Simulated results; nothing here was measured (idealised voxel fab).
This is a process module. Its name is voxel wiring stack.
Section cut is 285 nm wide and gridded with 5 nm square cells.
In what follows, cross-sections appear as grids of square cells, described through bands that run from the top down, where every band is one or more rows of cells.
Each band's line starts with the height of the band's top and of its bottom, in nm. Then come its materials from left to right, each with its width in nm. One material with "throughout" fills the band from edge to edge. "empty" is empty space.
Heights are reckoned from 0. Under this level, the received wafer is all of one material. The bottommost band is open-ended downward, for example "from 0 down".
Per-row width for "30 to 40": begins at first number (top row of band), ends at second number (bottom row), increment between rows held constant.
Reading "no change" for a step: not a cell of the cross-section changed in it.
"Entrapped void list": sealed empty spaces, 8 cells or more, no open way to top, listed width x height at distance, with distance from the left edge and width, height and distance in nm.
Where a step's line continues beyond its settings, the continuation is a remark by the simulator itself on that step.
overlay nm: step with mask; distance mask lay right of planned place; negative value = left of planned place.
Everything after this point is organized in pairs: a cross-section before one process step, a cross-section after it that shows only as deep as the lowest changed band, and, under the pair, the intervening step with its settings. Because different runs of this module on the same starting wafer can supply different pairs, a pair continues from the pair above it only if its entry headed "Pre-step profile" says so.

Pre-step profile
* from 95 to 70 | SiO2: 55; empty: 25; SiO2: 25; empty: 25; SiO2: 25; empty: 25; SiO2: 25; empty: 25; SiO2: 55
* from 70 to 65 | SiCN: 55; empty: 25; SiCN: 25; empty: 25; SiCN: 25; empty: 25; SiCN: 25; empty: 25; SiCN: 55
* from 65 to 50 | lowk: 60; TiN: 5; Cu: 5; TiN: 5; lowk: 35; TiN: 5; Cu: 5; TiN: 5; lowk: 35; TiN: 5; Cu: 5; TiN: 5; lowk: 35; TiN: 5; Cu: 5; TiN: 5; lowk: 60
* from 50 to 45 | SiCN: 60; TiN: 15; SiCN: 35; TiN: 15; SiCN: 35; TiN: 15; SiCN: 35; TiN: 15; SiCN: 60
* from 45 to 20 | lowk: 55; TiN: 5; Cu: 15; TiN: 5; lowk: 25; TiN: 5; Cu: 15; TiN: 5; lowk: 25; TiN: 5; Cu: 15; TiN: 5; lowk: 25; TiN: 5; Cu: 15; TiN: 5; lowk: 55
* from 20 to 15 | SiCN: 55; TiN: 25; SiCN: 25; TiN: 25; SiCN: 25; TiN: 25; SiCN: 25; TiN: 25; SiCN: 55
* from 15 to 0 | SiO2 throughout
* from 0 down | Si throughout
* Entrapped void list: none

Section After Processing
* from 100 to 95 | TiN: 60; empty: 15; TiN: 35; empty: 15; TiN: 35; empty: 15; TiN: 35; empty: 15; TiN: 60
* from 95 to 70 | SiO2: 55; TiN: 5; empty: 15; TiN: 5; SiO2: 25; TiN: 5; empty: 15; TiN: 5; SiO2: 25; TiN: 5; empty: 15; TiN: 5; SiO2: 25; TiN: 5; empty: 15; TiN: 5; SiO2: 55
* from 70 to 65 | SiCN: 55; TiN: 25; SiCN: 25; TiN: 25; SiCN: 25; TiN: 25; SiCN: 25; TiN: 25; SiCN: 55
* Below 65, the layers are the same as they were.
* Entrapped void list: none
Going from the before section above to the after section, the step was CONFORMAL_DEP with material TiN, thk nm 5

Pre-step profile: the after view from the pair directly above serves as the before view here.

Section After Processing
* from 110 to 100 | Cu throughout
* from 100 to 95 | TiN: 60; Cu: 15; TiN: 35; Cu: 15; TiN: 35; Cu: 15; TiN: 35; Cu: 15; TiN: 60
* from 95 to 70 | SiO2: 55; TiN: 5; Cu: 15; TiN: 5; SiO2: 25; TiN: 5; Cu: 15; TiN: 5; SiO2: 25; TiN: 5; Cu: 15; TiN: 5; SiO2: 25; TiN: 5; Cu: 15; TiN: 5; SiO2: 55
* Below 70, the layers are the same as they were.
* Entrapped void list: none
Going from the before section above to the after section, the step was FILL_DEP with material Cu, thk nm 10

Pre-step profile: the after view from the pair directly above serves as the before view here.

Section After Processing
* from 95 to 70 | SiO2: 55; TiN: 5; Cu: 15; TiN: 5; SiO2: 25; TiN: 5; Cu: 15; TiN: 5; SiO2: 25; TiN: 5; Cu: 15; TiN: 5; SiO2: 25; TiN: 5; Cu: 15; TiN: 5; SiO2: 55
* Below 70, the layers are the same as they were.
* Entrapped void list: none
Going from the before section above to the after section, the step was CMP with height nm 95

Pre-step profile: the after view from the pair directly above serves as the before view here.

Section After Processing
* from 100 to 95 | empty: 50; Ru: 35; empty: 15; Ru: 35; empty: 15; Ru: 35; empty: 15; Ru: 35; empty: 50
* Below 95, the layers are the same as they were.
* Entrapped void list: none
Going from the before section above to the after section, the step was EPI with material Ru, thk nm 5

Pre-step profile: the after view from the pair directly above serves as the before view here.

Section After Processing
* from 105 to 100 | SiCN throughout
* from 100 to 95 | SiCN: 50; Ru: 35; SiCN: 15; Ru: 35; SiCN: 15; Ru: 35; SiCN: 15; Ru: 35; SiCN: 50
* Below 95, the layers are the same as they were.
* Entrapped void list: none
Going from the before section above to the after section, the step was FILL_DEP with material SiCN, thk nm 5

Pre-step profile: the after view from the pair directly above serves as the before view here.

Section After Processing
* from 135 to 105 | SiO2 throughout
* Below 105, the layers are the same as they were.
* Entrapped void list: none
Going from the before section above to the after section, the step was DIRECTIONAL_DEP with material SiO2, thk nm 30

Pre-step profile: the after view from the pair directly above serves as the before view here.

Section After Processing
* from 135 to 105 | SiO2: 55; empty: 15; SiO2: 35; empty: 15; SiO2: 35; empty: 15; SiO2: 35; empty: 15; SiO2: 65
* Below 105, the layers are the same as they were.
* Entrapped void list: none
Going from the before section above to the after section, the step was MASKED_ETCH with tone open, mask id METAL_3_HOLES, width nm 15, pitch nm 50, etch materials SiO2, depth nm 30, overlay nm 0

Pre-step profile: the after view from the pair directly above serves as the before view here.

Section After Processing
* from 150 to 135 | aC: 55; empty: 15; aC: 35; empty: 15; aC: 35; empty: 15; aC: 35; empty: 15; aC: 65
* from 135 to 120 | SiO2: 55; empty: 15; SiO2: 35; empty: 15; SiO2: 35; empty: 15; SiO2: 35; empty: 15; SiO2: 65
* from 120 to 105 | SiO2: 55; aC: 15; SiO2: 35; aC: 15; SiO2: 35; aC: 15; SiO2: 35; aC: 15; SiO2: 65
* Below 105, the layers are the same as they were.
* Entrapped void list: none
Going from the before section above to the after section, the step was DIRECTIONAL_DEP with material aC, thk nm 15

Pre-step profile: the after view from the pair directly above serves as the before view here.

Section After Processing
* from 180 to 150 | resist: 55; empty: 25; resist: 25; empty: 25; resist: 25; empty: 25; resist: 25; empty: 25; resist: 55
* Below 150, the layers are the same as they were.
* Entrapped void list: none
Going from the before section above to the after section, the step was PATTERN with tone open, mask id METAL_3, material resist, width nm 25, pitch nm 50, thk nm 30, overlay nm 0

Pre-step profile: the after view from the pair directly above serves as the before view here.

Section After Processing
* from 165 to 150 | resist: 55; empty: 25; resist: 25; empty: 25; resist: 25; empty: 25; resist: 25; empty: 25; resist: 55
* from 150 to 135 | aC: 55; empty: 25; aC: 25; empty: 25; aC: 25; empty: 25; aC: 25; empty: 25; aC: 55
* from 135 to 105 | SiO2: 55; empty: 15; SiO2: 35; empty: 15; SiO2: 35; empty: 15; SiO2: 35; empty: 15; SiO2: 65
* Below 105, the layers are the same as they were.
* Entrapped void list: none
Going from the before section above to the after section, the step was DIRECTIONAL_ETCH with etch materials aC, depth nm 15

Pre-step profile: the after view from the pair directly above serves as the before view here.

Section After Processing
* from 150 to 135 | aC: 55; empty: 25; aC: 25; empty: 25; aC: 25; empty: 25; aC: 25; empty: 25; aC: 55
* Below 135, the layers are the same as they were.
* Entrapped void list: none
Going from the before section above to the after section, the step was STRIP with etch materials resist

Pre-step profile: the after view from the pair directly above serves as the before view here.

Section After Processing
* from 150 to 135 | aC: 55; empty: 25; aC: 25; empty: 25; aC: 25; empty: 25; aC: 25; empty: 25; aC: 55
* from 135 to 115 | SiO2: 55; empty: 25; SiO2: 25; empty: 25; SiO2: 25; empty: 25; SiO2: 25; empty: 25; SiO2: 55
* Below 115, the layers are the same as they were.
* Entrapped void list: none
Going from the before section above to the after section, the step was DIRECTIONAL_ETCH with etch materials SiO2, depth nm 20

Pre-step profile: the after view from the pair directly above serves as the before view here.

Section After Processing
* from 150 to 135 | aC: 55; empty: 25; aC: 25; empty: 25; aC: 25; empty: 25; aC: 25; empty: 25; aC: 55
* from 135 to 115 | SiO2: 55; empty: 25; SiO2: 25; empty: 25; SiO2: 25; empty: 25; SiO2: 25; empty: 25; SiO2: 55
* from 115 to 105 | SiO2: 55; empty: 15; SiO2: 35; empty: 15; SiO2: 35; empty: 15; SiO2: 35; empty: 15; SiO2: 65
* from 105 to 100 | SiCN: 55; empty: 15; SiCN: 35; empty: 15; SiCN: 35; empty: 15; SiCN: 35; empty: 15; SiCN: 65
* Below 100, the layers are the same as they were.
* Entrapped void list: none
Going from the before section above to the after section, the step was DIRECTIONAL_ETCH with etch materials SiCN, depth nm 5

Pre-step profile: the after view from the pair directly above serves as the before view here.

Section After Processing
* from 135 to 115 | SiO2: 55; empty: 25; SiO2: 25; empty: 25; SiO2: 25; empty: 25; SiO2: 25; empty: 25; SiO2: 55
* Below 115, the layers are the same as they were.
* Entrapped void list: none
Going from the before section above to the after section, the step was STRIP with etch materials aC

Pre-step profile: the after view from the pair directly above serves as the before view here.

Section After Processing
* from 140 to 135 | TiN: 60; empty: 15; TiN: 35; empty: 15; TiN: 35; empty: 15; TiN: 35; empty: 15; TiN: 60
* from 135 to 120 | SiO2: 55; TiN: 5; empty: 15; TiN: 5; SiO2: 25; TiN: 5; empty: 15; TiN: 5; SiO2: 25; TiN: 5; empty: 15; TiN: 5; SiO2: 25; TiN: 5; empty: 15; TiN: 5; SiO2: 55
* from 120 to 115 | SiO2: 55; TiN: 5; empty: 5; TiN: 15; SiO2: 25; TiN: 5; empty: 5; TiN: 15; SiO2: 25; TiN: 5; empty: 5; TiN: 15; SiO2: 25; TiN: 5; empty: 5; TiN: 15; SiO2: 55
* from 115 to 105 | SiO2: 55; TiN: 5; empty: 5; TiN: 5; SiO2: 35; TiN: 5; empty: 5; TiN: 5; SiO2: 35; TiN: 5; empty: 5; TiN: 5; SiO2: 35; TiN: 5; empty: 5; TiN: 5; SiO2: 65
* from 105 to 100 | SiCN: 55; TiN: 15; SiCN: 35; TiN: 15; SiCN: 35; TiN: 15; SiCN: 35; TiN: 15; SiCN: 65
* Below 100, the layers are the same as they were.
* Entrapped void list: none
Going from the before section above to the after section, the step was CONFORMAL_DEP with material TiN, thk nm 5

Pre-step profile: the after view from the pair directly above serves as the before view here.

Section After Processing
* from 150 to 140 | Cu throughout
* from 140 to 135 | TiN: 60; Cu: 15; TiN: 35; Cu: 15; TiN: 35; Cu: 15; TiN: 35; Cu: 15; TiN: 60
* from 135 to 120 | SiO2: 55; TiN: 5; Cu: 15; TiN: 5; SiO2: 25; TiN: 5; Cu: 15; TiN: 5; SiO2: 25; TiN: 5; Cu: 15; TiN: 5; SiO2: 25; TiN: 5; Cu: 15; TiN: 5; SiO2: 55
* from 120 to 115 | SiO2: 55; TiN: 5; Cu: 5; TiN: 15; SiO2: 25; TiN: 5; Cu: 5; TiN: 15; SiO2: 25; TiN: 5; Cu: 5; TiN: 15; SiO2: 25; TiN: 5; Cu: 5; TiN: 15; SiO2: 55
* from 115 to 105 | SiO2: 55; TiN: 5; Cu: 5; TiN: 5; SiO2: 35; TiN: 5; Cu: 5; TiN: 5; SiO2: 35; TiN: 5; Cu: 5; TiN: 5; SiO2: 35; TiN: 5; Cu: 5; TiN: 5; SiO2: 65
* Below 105, the layers are the same as they were.
* Entrapped void list: none
Going from the before section above to the after section, the step was FILL_DEP with material Cu, thk nm 10

Pre-step profile: the after view from the pair directly above serves as the before view here.

Section After Processing
* from 135 to 120 | SiO2: 55; TiN: 5; Cu: 15; TiN: 5; SiO2: 25; TiN: 5; Cu: 15; TiN: 5; SiO2: 25; TiN: 5; Cu: 15; TiN: 5; SiO2: 25; TiN: 5; Cu: 15; TiN: 5; SiO2: 55
* Below 120, the layers are the same as they were.
* Entrapped void list: none
Going from the before section above to the after section, the step was CMP with height nm 135

Pre-step profile: the after view from the pair directly above serves as the before view here.

Section After Processing
* from 140 to 135 | SiCN throughout
* Below 135, the layers are the same as they were.
* Entrapped void list: none
Going from the before section above to the after section, the step was CONFORMAL_DEP with material SiCN, thk nm 5

Pre-step profile
* from 15 to 0 | SiO2 throughout
* from 0 down | Si throughout
* Entrapped void list: none

Section After Processing
* from 20 to 15 | Ru throughout
* Below 15, the layers are the same as they were.
* Entrapped void list: none
Going from the before section above to the after section, the step was CONFORMAL_DEP with material Ru, thk nm 5

Pre-step profile: the after view from the pair directly above serves as the before view here.

Section After Processing
* from 45 to 20 | lowk throughout
* Below 20, the layers are the same as they were.
* Entrapped void list: none
Going from the before section above to the after section, the step was DIRECTIONAL_DEP with material lowk, thk nm 25

Pre-step profile: the after view from the pair directly above serves as the before view here.

Section After Processing
* from 45 to 20 | lowk: 55; empty: 25; lowk: 25; empty: 25; lowk: 25; empty: 25; lowk: 25; empty: 25; lowk: 55
* Below 20, the layers are the same as they were.
* Entrapped void list: none
Going from the before section above to the after section, the step was MASKED_ETCH with tone open, mask id METAL_1, width nm 25, pitch nm 50, etch materials lowk, depth nm 25, overlay nm 0

Pre-step profile: the after view from the pair directly above serves as the before view here.

Section After Processing
* from 50 to 45 | TiN: 60; empty: 15; TiN: 35; empty: 15; TiN: 35; empty: 15; TiN: 35; empty: 15; TiN: 60
* from 45 to 25 | lowk: 55; TiN: 5; empty: 15; TiN: 5; lowk: 25; TiN: 5; empty: 15; TiN: 5; lowk: 25; TiN: 5; empty: 15; TiN: 5; lowk: 25; TiN: 5; empty: 15; TiN: 5; lowk: 55
* from 25 to 20 | lowk: 55; TiN: 25; lowk: 25; TiN: 25; lowk: 25; TiN: 25; lowk: 25; TiN: 25; lowk: 55
* Below 20, the layers are the same as they were.
* Entrapped void list: none
Going from the before section above to the after section, the step was CONFORMAL_DEP with material TiN, thk nm 5

Pre-step profile: the after view from the pair directly above serves as the before view here.

Section After Processing
* from 60 to 50 | Cu throughout
* from 50 to 45 | TiN: 60; Cu: 15; TiN: 35; Cu: 15; TiN: 35; Cu: 15; TiN: 35; Cu: 15; TiN: 60
* from 45 to 25 | lowk: 55; TiN: 5; Cu: 15; TiN: 5; lowk: 25; TiN: 5; Cu: 15; TiN: 5; lowk: 25; TiN: 5; Cu: 15; TiN: 5; lowk: 25; TiN: 5; Cu: 15; TiN: 5; lowk: 55
* Below 25, the layers are the same as they were.
* Entrapped void list: none
Going from the before section above to the after section, the step was FILL_DEP with material Cu, thk nm 10

Pre-step profile: the after view from the pair directly above serves as the before view here.

Section After Processing
* from 45 to 25 | lowk: 55; TiN: 5; Cu: 15; TiN: 5; lowk: 25; TiN: 5; Cu: 15; TiN: 5; lowk: 25; TiN: 5; Cu: 15; TiN: 5; lowk: 25; TiN: 5; Cu: 15; TiN: 5; lowk: 55
* Below 25, the layers are the same as they were.
* Entrapped void list: none
Going from the before section above to the after section, the step was CMP with height nm 45

Pre-step profile: the after view from the pair directly above serves as the before view here.

Section After Processing
* from 50 to 45 | SiCN throughout
* Below 45, the layers are the same as they were.
* Entrapped void list: none
Going from the before section above to the after section, the step was CONFORMAL_DEP with material SiCN, thk nm 5

Pre-step profile: the after view from the pair directly above serves as the before view here.

Section After Processing
* from 65 to 50 | lowk throughout
* Below 50, the layers are the same as they were.
* Entrapped void list: none
Going from the before section above to the after section, the step was DIRECTIONAL_DEP with material lowk, thk nm 15

Pre-step profile: the after view from the pair directly above serves as the before view here.

Section After Processing
* from 75 to 65 | aC throughout
* Below 65, the layers are the same as they were.
* Entrapped void list: none
Going from the before section above to the after section, the step was DIRECTIONAL_DEP with material aC, thk nm 10

Pre-step profile: the after view from the pair directly above serves as the before view here.

Section After Processing
* from 100 to 75 | resist: 55; empty: 15; resist: 35; empty: 15; resist: 35; empty: 15; resist: 35; empty: 15; resist: 65
* Below 75, the layers are the same as they were.
* Entrapped void list: none
Going from the before section above to the after section, the step was PATTERN with tone open, mask id PLUG_1, material resist, width nm 15, pitch nm 50, thk nm 25, overlay nm 0

Pre-step profile: the after view from the pair directly above serves as the before view here.

Section After Processing
* from 90 to 75 | resist: 55; empty: 15; resist: 35; empty: 15; resist: 35; empty: 15; resist: 35; empty: 15; resist: 65
* from 75 to 65 | aC: 55; empty: 15; aC: 35; empty: 15; aC: 35; empty: 15; aC: 35; empty: 15; aC: 65
* Below 65, the layers are the same as they were.
* Entrapped void list: none
Going from the before section above to the after section, the step was DIRECTIONAL_ETCH with etch materials aC, depth nm 10

Pre-step profile: the after view from the pair directly above serves as the before view here.

Section After Processing
* from 75 to 65 | aC: 55; empty: 15; aC: 35; empty: 15; aC: 35; empty: 15; aC: 35; empty: 15; aC: 65
* Below 65, the layers are the same as they were.
* Entrapped void list: none
Going from the before section above to the after section, the step was STRIP with etch materials resist

Pre-step profile: the after view from the pair directly above serves as the before view here.

Section After Processing
* from 75 to 65 | aC: 55; empty: 15; aC: 35; empty: 15; aC: 35; empty: 15; aC: 35; empty: 15; aC: 65
* from 65 to 50 | lowk: 55; empty: 15; lowk: 35; empty: 15; lowk: 35; empty: 15; lowk: 35; empty: 15; lowk: 65
* Below 50, the layers are the same as they were.
* Entrapped void list: none
Going from the before section above to the after section, the step was DIRECTIONAL_ETCH with etch materials lowk, depth nm 15

Pre-step profile: the after view from the pair directly above serves as the before view here.

Section After Processing
* from 75 to 65 | aC: 55; empty: 15; aC: 35; empty: 15; aC: 35; empty: 15; aC: 35; empty: 15; aC: 65
* from 65 to 50 | lowk: 55; empty: 15; lowk: 35; empty: 15; lowk: 35; empty: 15; lowk: 35; empty: 15; lowk: 65
* from 50 to 45 | SiCN: 55; empty: 15; SiCN: 35; empty: 15; SiCN: 35; empty: 15; SiCN: 35; empty: 15; SiCN: 65
* Below 45, the layers are the same as they were.
* Entrapped void list: none
Going from the before section above to the after section, the step was DIRECTIONAL_ETCH with etch materials SiCN, depth nm 5

Pre-step profile: the after view from the pair directly above serves as the before view here.

Section After Processing
* from 65 to 50 | lowk: 55; empty: 15; lowk: 35; empty: 15; lowk: 35; empty: 15; lowk: 35; empty: 15; lowk: 65
* Below 50, the layers are the same as they were.
* Entrapped void list: none
Going from the before section above to the after section, the step was STRIP with etch materials aC

Pre-step profile: the after view from the pair directly above serves as the before view here.

Section After Processing
* from 70 to 65 | TiN: 60; empty: 5; TiN: 45; empty: 5; TiN: 45; empty: 5; TiN: 45; empty: 5; TiN: 70
* from 65 to 50 | lowk: 55; TiN: 5; empty: 5; TiN: 5; lowk: 35; TiN: 5; empty: 5; TiN: 5; lowk: 35; TiN: 5; empty: 5; TiN: 5; lowk: 35; TiN: 5; empty: 5; TiN: 5; lowk: 65
* from 50 to 45 | SiCN: 55; TiN: 15; SiCN: 35; TiN: 15; SiCN: 35; TiN: 15; SiCN: 35; TiN: 15; SiCN: 65
* Below 45, the layers are the same as they were.
* Entrapped void list: none
Going from the before section above to the after section, the step was CONFORMAL_DEP with material TiN, thk nm 5

Pre-step profile: the after view from the pair directly above serves as the before view here.

Section After Processing
* from 75 to 70 | Cu throughout
* from 70 to 65 | TiN: 60; Cu: 5; TiN: 45; Cu: 5; TiN: 45; Cu: 5; TiN: 45; Cu: 5; TiN: 70
* from 65 to 50 | lowk: 55; TiN: 5; Cu: 5; TiN: 5; lowk: 35; TiN: 5; Cu: 5; TiN: 5; lowk: 35; TiN: 5; Cu: 5; TiN: 5; lowk: 35; TiN: 5; Cu: 5; TiN: 5; lowk: 65
* Below 50, the layers are the same as they were.
* Entrapped void list: none
Going from the before section above to the after section, the step was FILL_DEP with material Cu, thk nm 5

Pre-step profile: the after view from the pair directly above serves as the before view here.

Section After Processing
* from 65 to 50 | lowk: 55; TiN: 5; Cu: 5; TiN: 5; lowk: 35; TiN: 5; Cu: 5; TiN: 5; lowk: 35; TiN: 5; Cu: 5; TiN: 5; lowk: 35; TiN: 5; Cu: 5; TiN: 5; lowk: 65
* Below 50, the layers are the same as they were.
* Entrapped void list: none
Going from the before section above to the after section, the step was CMP with height nm 65

Pre-step profile: the after view from the pair directly above serves as the before view here.

Section After Processing
* from 70 to 65 | SiCN throughout
* Below 65, the layers are the same as they were.
* Entrapped void list: none
Going from the before section above to the after section, the step was CONFORMAL_DEP with material SiCN, thk nm 5

Pre-step profile: the after view from the pair directly above serves as the before view here.

Section After Processing
* from 95 to 70 | SiO2 throughout
* Below 70, the layers are the same as they were.
* Entrapped void list: none
Going from the before section above to the after section, the step was DIRECTIONAL_DEP with material SiO2, thk nm 25

Pre-step profile: the after view from the pair directly above serves as the before view here.

Section After Processing
* from 110 to 95 | aC throughout
* Below 95, the layers are the same as they were.
* Entrapped void list: none
Going from the before section above to the after section, the step was DIRECTIONAL_DEP with material aC, thk nm 15

Pre-step profile: the after view from the pair directly above serves as the before view here.

Section After Processing
* from 140 to 110 | resist: 55; empty: 25; resist: 25; empty: 25; resist: 25; empty: 25; resist: 25; empty: 25; resist: 55
* Below 110, the layers are the same as they were.
* Entrapped void list: none
Going from the before section above to the after section, the step was PATTERN with tone open, mask id METAL_2, material resist, width nm 25, pitch nm 50, thk nm 30, overlay nm 0

Pre-step profile: the after view from the pair directly above serves as the before view here.

Section After Processing
* from 125 to 110 | resist: 55; empty: 25; resist: 25; empty: 25; resist: 25; empty: 25; resist: 25; empty: 25; resist: 55
* from 110 to 95 | aC: 55; empty: 25; aC: 25; empty: 25; aC: 25; empty: 25; aC: 25; empty: 25; aC: 55
* Below 95, the layers are the same as they were.
* Entrapped void list: none
Going from the before section above to the after section, the step was DIRECTIONAL_ETCH with etch materials aC, depth nm 15

Pre-step profile: the after view from the pair directly above serves as the before view here.

Section After Processing
* from 110 to 95 | aC: 55; empty: 25; aC: 25; empty: 25; aC: 25; empty: 25; aC: 25; empty: 25; aC: 55
* Below 95, the layers are the same as they were.
* Entrapped void list: none
Going from the before section above to the after section, the step was STRIP with etch materials resist

Pre-step profile: the after view from the pair directly above serves as the before view here.

Section After Processing
* from 110 to 95 | aC: 55; empty: 25; aC: 25; empty: 25; aC: 25; empty: 25; aC: 25; empty: 25; aC: 55
* from 95 to 70 | SiO2: 55; empty: 25; SiO2: 25; empty: 25; SiO2: 25; empty: 25; SiO2: 25; empty: 25; SiO2: 55
* Below 70, the layers are the same as they were.
* Entrapped void list: none
Going from the before section above to the after section, the step was DIRECTIONAL_ETCH with etch materials SiO2, depth nm 25

Pre-step profile: the after view from the pair directly above serves as the before view here.

Section After Processing
* from 110 to 95 | aC: 55; empty: 25; aC: 25; empty: 25; aC: 25; empty: 25; aC: 25; empty: 25; aC: 55
* from 95 to 70 | SiO2: 55; empty: 25; SiO2: 25; empty: 25; SiO2: 25; empty: 25; SiO2: 25; empty: 25; SiO2: 55
* from 70 to 65 | SiCN: 55; empty: 25; SiCN: 25; empty: 25; SiCN: 25; empty: 25; SiCN: 25; empty: 25; SiCN: 55
* Below 65, the layers are the same as they were.
* Entrapped void list: none
Going from the before section above to the after section, the step was DIRECTIONAL_ETCH with etch materials SiCN, depth nm 5

Pre-step profile: the after view from the pair directly above serves as the before view here.

Section After Processing
* from 95 to 70 | SiO2: 55; empty: 25; SiO2: 25; empty: 25; SiO2: 25; empty: 25; SiO2: 25; empty: 25; SiO2: 55
* Below 70, the layers are the same as they were.
* Entrapped void list: none
Going from the before section above to the after section, the step was STRIP with etch materials aC

Pre-step profile: the after view from the pair directly above serves as the before view here.

Section After Processing
* from 100 to 95 | TiN: 60; empty: 15; TiN: 35; empty: 15; TiN: 35; empty: 15; TiN: 35; empty: 15; TiN: 60
* from 95 to 70 | SiO2: 55; TiN: 5; empty: 15; TiN: 5; SiO2: 25; TiN: 5; empty: 15; TiN: 5; SiO2: 25; TiN: 5; empty: 15; TiN: 5; SiO2: 25; TiN: 5; empty: 15; TiN: 5; SiO2: 55
* from 70 to 65 | SiCN: 55; TiN: 25; SiCN: 25; TiN: 25; SiCN: 25; TiN: 25; SiCN: 25; TiN: 25; SiCN: 55
* Below 65, the layers are the same as they were.
* Entrapped void list: none
Going from the before section above to the after section, the step was CONFORMAL_DEP with material TiN, thk nm 5

Pre-step profile: the after view from the pair directly above serves as the before view here.

Section After Processing
* from 110 to 100 | Cu throughout
* from 100 to 95 | TiN: 60; Cu: 15; TiN: 35; Cu: 15; TiN: 35; Cu: 15; TiN: 35; Cu: 15; TiN: 60
* from 95 to 70 | SiO2: 55; TiN: 5; Cu: 15; TiN: 5; SiO2: 25; TiN: 5; Cu: 15; TiN: 5; SiO2: 25; TiN: 5; Cu: 15; TiN: 5; SiO2: 25; TiN: 5; Cu: 15; TiN: 5; SiO2: 55
* Below 70, the layers are the same as they were.
* Entrapped void list: none
Going from the before section above to the after section, the step was FILL_DEP with material Cu, thk nm 10

Pre-step profile: the after view from the pair directly above serves as the before view here.

Section After Processing
* from 95 to 70 | SiO2: 55; TiN: 5; Cu: 15; TiN: 5; SiO2: 25; TiN: 5; Cu: 15; TiN: 5; SiO2: 25; TiN: 5; Cu: 15; TiN: 5; SiO2: 25; TiN: 5; Cu: 15; TiN: 5; SiO2: 55
* Below 70, the layers are the same as they were.
* Entrapped void list: none
Going from the before section above to the after section, the step was CMP with height nm 95

Pre-step profile: the after view from the pair directly above serves as the before view here.

Section After Processing
* from 100 to 95 | empty: 50; Ru: 35; empty: 15; Ru: 35; empty: 15; Ru: 35; empty: 15; Ru: 35; empty: 50
* Below 95, the layers are the same as they were.
* Entrapped void list: none
Going from the before section above to the after section, the step was EPI with material Ru, thk nm 5

Pre-step profile: the after view from the pair directly above serves as the before view here.

Section After Processing
* from 105 to 100 | SiCN throughout
* from 100 to 95 | SiCN: 50; Ru: 35; SiCN: 15; Ru: 35; SiCN: 15; Ru: 35; SiCN: 15; Ru: 35; SiCN: 50
* Below 95, the layers are the same as they were.
* Entrapped void list: none
Going from the before section above to the after section, the step was FILL_DEP with material SiCN, thk nm 5

Pre-step profile: the after view from the pair directly above serves as the before view here.

Section After Processing
* from 135 to 105 | SiO2 throughout
* Below 105, the layers are the same as they were.
* Entrapped void list: none
Going from the before section above to the after section, the step was DIRECTIONAL_DEP with material SiO2, thk nm 30

Pre-step profile: the after view from the pair directly above serves as the before view here.

Section After Processing
* from 135 to 105 | SiO2: 55; empty: 15; SiO2: 35; empty: 15; SiO2: 35; empty: 15; SiO2: 35; empty: 15; SiO2: 65
* Below 105, the layers are the same as they were.
* Entrapped void list: none
Going from the before section above to the after section, the step was MASKED_ETCH with tone open, mask id METAL_3_HOLES, width nm 15, pitch nm 50, etch materials SiO2, depth nm 30, overlay nm 0

Pre-step profile: the after view from the pair directly above serves as the before view here.

Section After Processing
* from 150 to 135 | aC: 55; empty: 15; aC: 35; empty: 15; aC: 35; empty: 15; aC: 35; empty: 15; aC: 65
* from 135 to 120 | SiO2: 55; empty: 15; SiO2: 35; empty: 15; SiO2: 35; empty: 15; SiO2: 35; empty: 15; SiO2: 65
* from 120 to 105 | SiO2: 55; aC: 15; SiO2: 35; aC: 15; SiO2: 35; aC: 15; SiO2: 35; aC: 15; SiO2: 65
* Below 105, the layers are the same as they were.
* Entrapped void list: none
Going from the before section above to the after section, the step was DIRECTIONAL_DEP with material aC, thk nm 15

Pre-step profile: the after view from the pair directly above serves as the before view here.

Section After Processing
* from 180 to 150 | resist: 55; empty: 25; resist: 25; empty: 25; resist: 25; empty: 25; resist: 25; empty: 25; resist: 55
* Below 150, the layers are the same as they were.
* Entrapped void list: none
Going from the before section above to the after section, the step was PATTERN with tone open, mask id METAL_3, material resist, width nm 25, pitch nm 50, thk nm 30, overlay nm 0

Pre-step profile: the after view from the pair directly above serves as the before view here.

Section After Processing
* from 165 to 150 | resist: 55; empty: 25; resist: 25; empty: 25; resist: 25; empty: 25; resist: 25; empty: 25; resist: 55
* from 150 to 135 | aC: 55; empty: 25; aC: 25; empty: 25; aC: 25; empty: 25; aC: 25; empty: 25; aC: 55
* from 135 to 105 | SiO2: 55; empty: 15; SiO2: 35; empty: 15; SiO2: 35; empty: 15; SiO2: 35; empty: 15; SiO2: 65
* Below 105, the layers are the same as they were.
* Entrapped void list: none
Going from the before section above to the after section, the step was DIRECTIONAL_ETCH with etch materials aC, depth nm 15

Pre-step profile: the after view from the pair directly above serves as the before view here.

Section After Processing
* from 150 to 135 | aC: 55; empty: 25; aC: 25; empty: 25; aC: 25; empty: 25; aC: 25; empty: 25; aC: 55
* Below 135, the layers are the same as they were.
* Entrapped void list: none
Going from the before section above to the after section, the step was STRIP with etch materials resist

Pre-step profile: the after view from the pair directly above serves as the before view here.

Section After Processing
* from 150 to 135 | aC: 55; empty: 25; aC: 25; empty: 25; aC: 25; empty: 25; aC: 25; empty: 25; aC: 55
* from 135 to 115 | SiO2: 55; empty: 25; SiO2: 25; empty: 25; SiO2: 25; empty: 25; SiO2: 25; empty: 25; SiO2: 55
* Below 115, the layers are the same as they were.
* Entrapped void list: none
Going from the before section above to the after section, the step was DIRECTIONAL_ETCH with etch materials SiO2, depth nm 20

Pre-step profile: the after view from the pair directly above serves as the before view here.

Section After Processing
* from 150 to 135 | aC: 55; empty: 25; aC: 25; empty: 25; aC: 25; empty: 25; aC: 25; empty: 25; aC: 55
* from 135 to 115 | SiO2: 55; empty: 25; SiO2: 25; empty: 25; SiO2: 25; empty: 25; SiO2: 25; empty: 25; SiO2: 55
* from 115 to 105 | SiO2: 55; empty: 15; SiO2: 35; empty: 15; SiO2: 35; empty: 15; SiO2: 35; empty: 15; SiO2: 65
* from 105 to 100 | SiCN: 55; empty: 15; SiCN: 35; empty: 15; SiCN: 35; empty: 15; SiCN: 35; empty: 15; SiCN: 65
* Below 100, the layers are the same as they were.
* Entrapped void list: none
Going from the before section above to the after section, the step was DIRECTIONAL_ETCH with etch materials SiCN, depth nm 5

Pre-step profile: the after view from the pair directly above serves as the before view here.

Section After Processing
* from 135 to 115 | SiO2: 55; empty: 25; SiO2: 25; empty: 25; SiO2: 25; empty: 25; SiO2: 25; empty: 25; SiO2: 55
* Below 115, the layers are the same as they were.
* Entrapped void list: none
Going from the before section above to the after section, the step was STRIP with etch materials aC
